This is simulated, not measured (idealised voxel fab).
Process module in this document: voxel released beams
Section cut is 225 nm wide and gridded with 5 nm square cells.
Reading order for cross-sections: top band down to bottom band. Underlying form: a grid of square cells. Band size: one or more rows of cells. Within each band entry, the heights of the top and of the bottom of the band appear first, in that order and in nm; the materials of the band then follow from left to right, each with its corresponding width in nm. The designation "throughout" on a single material indicates that it fills the band from edge to edge; the designation "blank" indicates empty space. Height is counted from the level 0, under which the received wafer is composed throughout of one material. The lowest of the bands is not closed at the bottom but continues downward, in the notation "0 down". Read "30->40" as a graded width: first number on top, second number at the bottom, same change between each pair of neighbouring rows. No cell of the cross-section changed in a step that is given as "no change occurred". The entry "Sealed void list" lists the empty spaces that cover at least 8 cells and have no open path to the top. Each is written as width x height at distance, where the distance is measured from the left edge and all three values are in nm. after a step's settings: what the simulator itself notes on the step. overlay nm: for a step with a mask, the amount by which the mask lay right of where it was planned; a negative amount means left of it.
## Intended process steps
1: RECEIVE,material Si
2: CONFORMAL_DEP,material SiN,thk nm 5
3: DIRECTIONAL_DEP,material SiO2,thk nm 10
4: DIRECTIONAL_DEP,material aC,thk nm 15
5: PATTERN,tone open,mask id ANCHOR,material resist,width nm 45,thk nm 35,overlay nm 0
6: DIRECTIONAL_ETCH,etch materials aC,depth nm 15
7: STRIP,etch materials resist
8: DIRECTIONAL_ETCH,etch materials SiO2,depth nm 10
9: STRIP,etch materials aC
10: CONFORMAL_DEP,material TiN,thk nm 15
11: PATTERN,tone cover,mask id BEAM,material resist,width nm 90,thk nm 20,overlay nm 0
12: DIRECTIONAL_ETCH,etch materials TiN,depth nm 15
13: STRIP,etch materials resist
14: STRIP,etch materials SiO2
## Received-state cross-section, reflecting completion of step 1
0 down: Si throughout
Sealed void list: none
## End-of-module XS, first of two wafers, run as planned
30 to 20: blank=65  TiN=20  blank=15  TiN=55  blank=70
20 to 15: blank=65  TiN=90  blank=70
15 to 5: blank=70  TiN=45  blank=110
5 to 0: SiN throughout
0 down: Si throughout
Sealed void list: none
## Cross-section at end of module for the second wafer of two, which matched the first in starting point and plan and differed by one mistake in its processing
45 to 30: blank=65  TiN=90  blank=70
30 to 15: TiN throughout
15 to 5: SiO2=70  TiN=45  SiO2=110
5 to 0: SiN throughout
0 down: Si throughout
Sealed void list: none
Deviation noted in wafer processing: step 10 from the plan got run twice
Final difference in cells, second wafer against first, listed per material as more or fewer: SiO2 +72, TiN +141
